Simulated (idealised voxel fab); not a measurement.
You're looking at the process module voxel gate over fins.
Pictured: cross-section cut, 200 nm wide, on a grid of 5 nm square cells.
For the purposes of this document, a cross-section shall be understood as a grid of square cells, specified as bands listed in top-to-bottom order, each band consisting of one or more rows of cells.
Band: top and bottom heights (nm) first, top before bottom; then materials from left to right, widths in nm. "all across" marks a sole material filling the band edge to edge. "empty" denotes empty space.
The level at which height equals 0 is the one under which the wafer, as it arrives, is entirely one material. No lower edge exists for the bottom band, which continues downward and is notated as in "0..down".
You'd read "30..40" like this: the band's top row of cells is as wide as the first number, its bottom row is as wide as the second, and going down, every row changes width by the same amount as the row before did.
What does "no modifications" mean for a step? It means no cell of the cross-section changed in that step.
Any empty space of 8 cells or more lacking an open way to the top shows up in "Voids lacking openings" as width x height at distance, distance from the left edge, in nm.
Where a step's line continues beyond its settings, the continuation is a remark by the simulator itself on that step.
overlay nm: how far to the right of its planned place the mask lay on this masked step (negative: to the left).
# Steps in the process plan
1: RECEIVE (material Si)
2: CONFORMAL_DEP (material SiN; thk nm 5)
3: PATTERN (tone cover; mask id FINS; material resist; width nm 15; pitch nm 50; thk nm 15; overlay nm 0)
4: DIRECTIONAL_ETCH (etch materials SiN; depth nm 5)
5: DIRECTIONAL_ETCH (etch materials Si; depth nm 30)
6: STRIP (etch materials resist)
7: FILL_DEP (material SiO2; thk nm 15)
8: CMP (height nm 5)
9: MASKED_ETCH (tone open; mask id RAIL; width nm 15; etch materials SiO2; depth nm 30; overlay nm 0)
10: CONFORMAL_DEP (material TiN; thk nm 5)
11: FILL_DEP (material W; thk nm 5)
12: CMP (height nm 5)
13: SELECTIVE_ETCH (etch materials W Ru TiN; depth nm 25)
14: FILL_DEP (material SiO2; thk nm 5)
15: CMP (height nm 5)
16: SELECTIVE_ETCH (etch materials SiO2; depth nm 15)
17: STRIP (etch materials SiN)
18: CONFORMAL_DEP (material HfO2; thk nm 5)
19: CONFORMAL_DEP (material TiN; thk nm 5)
20: FILL_DEP (material W; thk nm 15)
21: CMP (height nm 20)
22: CONFORMAL_DEP (material SiN; thk nm 5)
# Cross-section, incoming material, after step 1
    0..down: Si all across
    Voids lacking openings: none
# The module was run from the start shown above using the plan shown above, but one mistake was made doing it; the resulting wafer cross-section is below
    15..10: SiN all across
    10..5: 5 of W, 35 of TiN, 15 of W, 35 of TiN, 15 of W, 35 of TiN, 15 of W, 35 of TiN, 10 of W
    5..0: 5 of W, 5 of TiN, 25 of HfO2, 5 of TiN, 15 of W, 5 of TiN, 25 of HfO2, 5 of TiN, 15 of W, 5 of TiN, 25 of HfO2, 5 of TiN, 15 of W, 5 of TiN, 25 of HfO2, 5 of TiN, 10 of W
    0..-5: 10 of TiN, 5 of HfO2, 15 of Si, 5 of HfO2, 25 of TiN, 5 of HfO2, 15 of Si, 5 of HfO2, 25 of TiN, 5 of HfO2, 15 of Si, 5 of HfO2, 25 of TiN, 5 of HfO2, 15 of Si, 5 of HfO2, 15 of TiN
    -5..-10: 15 of HfO2, 15 of Si, 35 of HfO2, 15 of Si, 35 of HfO2, 15 of Si, 35 of HfO2, 15 of Si, 20 of HfO2
    -10..-20: 15 of SiO2, 15 of Si, 35 of SiO2, 15 of Si, 35 of SiO2, 15 of Si, 35 of SiO2, 15 of Si, 20 of SiO2
    -20..-25: 15 of SiO2, 15 of Si, 10 of SiO2, 15 of TiN, 10 of SiO2, 15 of Si, 35 of SiO2, 15 of Si, 35 of SiO2, 15 of Si, 20 of SiO2
    -25..-30: 15 of SiO2, 15 of Si, 35 of SiO2, 15 of Si, 35 of SiO2, 15 of Si, 35 of SiO2, 15 of Si, 20 of SiO2
    -30..down: Si all across
    Voids lacking openings: none
So what did we get wrong on this run? step 21: run off-plan, actual operation and settings CMP (height nm 10)
